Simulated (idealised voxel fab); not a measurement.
The following process module bears the name voxel capacitor over wiring.
It is cross-section cut that appears here, measuring 190 nm in width, its square cells being 5 nm in size.
We lay out every cross-section as a grid of square cells and spell it out in bands from the top down, where one band means one or more rows of cells. What a band's entry tells you: where the top is and where the bottom is, as heights in nm, and after that what lies inside, material by material from left to right, each with its width in nm. Empty space is written as the word "blank", and a single material marked with the word "throughout" occupies the band from edge to edge. Heights are reckoned from 0. Under this level, the received wafer is all of one material. The bottommost band is open-ended downward, for example "0 nm and below". A two-number width, for instance "30 to 40", indicates that the width is equal to the first number in the top row of the band and to the second number in the bottom row, and that it changes by a constant amount per row of cells. Reading "everything unchanged" for a step: not a cell of the cross-section changed in it. Entry "Closed void table" = empty spaces >= 8 cells with no open way to the top; each as width x height at distance, distance from left edge, all nm. Text after the settings on a step's line: the simulator's own remark on that step. overlay nm: mask offset rightward from planned place, masked step; negative means leftward offset.

-- Listed below are the process steps as planned
step 1: RECEIVE [material Si]
step 2: CONFORMAL_DEP [material SiO2] [thk nm 10]
step 3: CONFORMAL_DEP [material SiCN] [thk nm 5]
step 4: DIRECTIONAL_DEP [material SiO2] [thk nm 20]
step 5: MASKED_ETCH [tone open] [mask id METAL_1] [width nm 25] [pitch nm 75] [etch materials SiO2] [depth nm 20] [overlay nm -15]
step 6: MASKED_ETCH [tone open] [mask id METAL_1] [width nm 25] [pitch nm 75] [etch materials SiCN] [depth nm 5] [overlay nm 0]
step 7: CONFORMAL_DEP [material TiN] [thk nm 5]
step 8: FILL_DEP [material Ru] [thk nm 10]
step 9: CMP [height nm 35]
step 10: CONFORMAL_DEP [material SiCN] [thk nm 5]
step 11: DIRECTIONAL_DEP [material SiO2] [thk nm 20]
step 12: PATTERN [tone open] [mask id PLUG_1] [material resist] [width nm 15] [thk nm 15] [overlay nm 0]
step 13: DIRECTIONAL_ETCH [etch materials SiO2] [depth nm 20]
step 14: DIRECTIONAL_ETCH [etch materials SiCN] [depth nm 5]
step 15: STRIP [etch materials resist]
step 16: EPI [material Ru] [thk nm 10]
step 17: EPI [material Ru] [thk nm 10]
step 18: EPI [material Ru] [thk nm 5]
step 19: DIRECTIONAL_DEP [material TiN] [thk nm 5]
step 20: DIRECTIONAL_DEP [material SiN] [thk nm 5]
step 21: DIRECTIONAL_DEP [material TiN] [thk nm 10]
step 22: DIRECTIONAL_DEP [material aC] [thk nm 10]
step 23: PATTERN [tone cover] [mask id UPPER_PLATE] [material resist] [width nm 55] [thk nm 30] [overlay nm 0]
step 24: DIRECTIONAL_ETCH [etch materials aC] [depth nm 10]
step 25: STRIP [etch materials resist]
step 26: DIRECTIONAL_ETCH [etch materials TiN] [depth nm 10]
step 27: DIRECTIONAL_ETCH [etch materials SiN] [depth nm 5]
step 28: STRIP [etch materials aC]
step 29: DIRECTIONAL_DEP [material aC] [thk nm 10]
step 30: PATTERN [tone cover] [mask id LOWER_PLATE] [material resist] [width nm 65] [thk nm 30] [overlay nm 0]
step 31: DIRECTIONAL_ETCH [etch materials aC] [depth nm 10]
step 32: STRIP [etch materials resist]
step 33: DIRECTIONAL_ETCH [etch materials TiN] [depth nm 5]
step 34: STRIP [etch materials aC]
step 35: FILL_DEP [material SiO2] [thk nm 20]
step 36: CMP [height nm 95]
step 37: MASKED_ETCH [tone open] [mask id PLUG_2] [width nm 15] [etch materials SiO2] [depth nm 15] [overlay nm 0]
step 38: CONFORMAL_DEP [material TiN] [thk nm 5]
step 39: FILL_DEP [material Ru] [thk nm 5]
step 40: CMP [height nm 95]
step 41: CONFORMAL_DEP [material SiN] [thk nm 5]
What sets these wafers apart? The overlay nm at step 5. They all start alike, and the plan carries the first wafer's value.

-- Cross-section of the first of several wafers as received (after step 1)
* 0 nm and below = Si throughout
* Closed void table: none

-- The cross-section of the first of several wafers is given below for the end of the module, after its final step, step 41
* 100 nm to 95 nm = SiN throughout
* 95 nm to 85 nm = 65 SiO2, then 5 TiN, then 5 Ru, then 5 TiN, then 110 SiO2
* 85 nm to 80 nm = 65 SiO2, then 15 TiN, then 110 SiO2
* 80 nm to 70 nm = 70 SiO2, then 40 TiN, then 80 SiO2
* 70 nm to 65 nm = 70 SiO2, then 40 SiN, then 80 SiO2
* 65 nm to 60 nm = 50 SiO2, then 5 TiN, then 15 SiO2, then 45 TiN, then 75 SiO2
* 60 nm to 55 nm = SiO2 throughout
* 55 nm to 45 nm = 55 SiO2, then 15 TiN, then 120 SiO2
* 45 nm to 40 nm = 55 SiO2, then 15 SiN, then 120 SiO2
* 40 nm to 35 nm = 55 SiCN, then 15 TiN, then 120 SiCN
* 35 nm to 20 nm = 30 SiO2, then 5 TiN, then 15 Ru, then 5 TiN, then 50 SiO2, then 5 TiN, then 15 Ru, then 5 TiN, then 60 SiO2
* 20 nm to 15 nm = 30 SiO2, then 25 TiN, then 50 SiO2, then 25 TiN, then 60 SiO2
* 15 nm to 10 nm = 45 SiCN, then 10 TiN, then 65 SiCN, then 10 TiN, then 60 SiCN
* 10 nm to 0 nm = SiO2 throughout
* 0 nm and below = Si throughout
* Closed void table: none

-- End of module, last wafer sectioned
* 100 nm to 95 nm = SiN throughout
* 95 nm to 85 nm = 65 SiO2, then 5 TiN, then 5 Ru, then 5 TiN, then 110 SiO2
* 85 nm to 80 nm = 65 SiO2, then 15 TiN, then 110 SiO2
* 80 nm to 70 nm = 55 SiO2, then 55 TiN, then 80 SiO2
* 70 nm to 65 nm = 55 SiO2, then 55 SiN, then 80 SiO2
* 65 nm to 60 nm = 50 SiO2, then 65 TiN, then 75 SiO2
* 60 nm to 40 nm = 55 SiO2, then 15 Ru, then 120 SiO2
* 40 nm to 35 nm = 55 SiCN, then 15 Ru, then 120 SiCN
* 35 nm to 20 nm = 60 SiO2, then 5 TiN, then 15 Ru, then 5 TiN, then 50 SiO2, then 5 TiN, then 15 Ru, then 5 TiN, then 30 SiO2
* 20 nm to 15 nm = 60 SiO2, then 25 TiN, then 50 SiO2, then 25 TiN, then 30 SiO2
* 15 nm to 10 nm = 60 SiCN, then 10 TiN, then 65 SiCN, then 10 TiN, then 45 SiCN
* 10 nm to 0 nm = SiO2 throughout
* 0 nm and below = Si throughout
* Closed void table: none

-- Wafer rows, end of module: cells per material gained (+) or lost (-) since receipt; closed voids last
overlay nm -15, +20 Ru, +69 SiCN, +49 SiN, +554 SiO2, +68 TiN, Closed void table: none
overlay nm -10, +37 Ru, +67 SiCN, +49 SiN, +539 SiO2, +68 TiN, Closed void table: none
overlay nm -5, +39 Ru, +65 SiCN, +49 SiN, +539 SiO2, +68 TiN, Closed void table: none
overlay nm 0, +41 Ru, +63 SiCN, +49 SiN, +539 SiO2, +68 TiN, Closed void table: none
overlay nm 5, +39 Ru, +65 SiCN, +49 SiN, +539 SiO2, +68 TiN, Closed void table: none
overlay nm 10, +37 Ru, +67 SiCN, +49 SiN, +539 SiO2, +68 TiN, Closed void table: none
overlay nm 15, +35 Ru, +69 SiCN, +49 SiN, +539 SiO2, +68 TiN, Closed void table: none
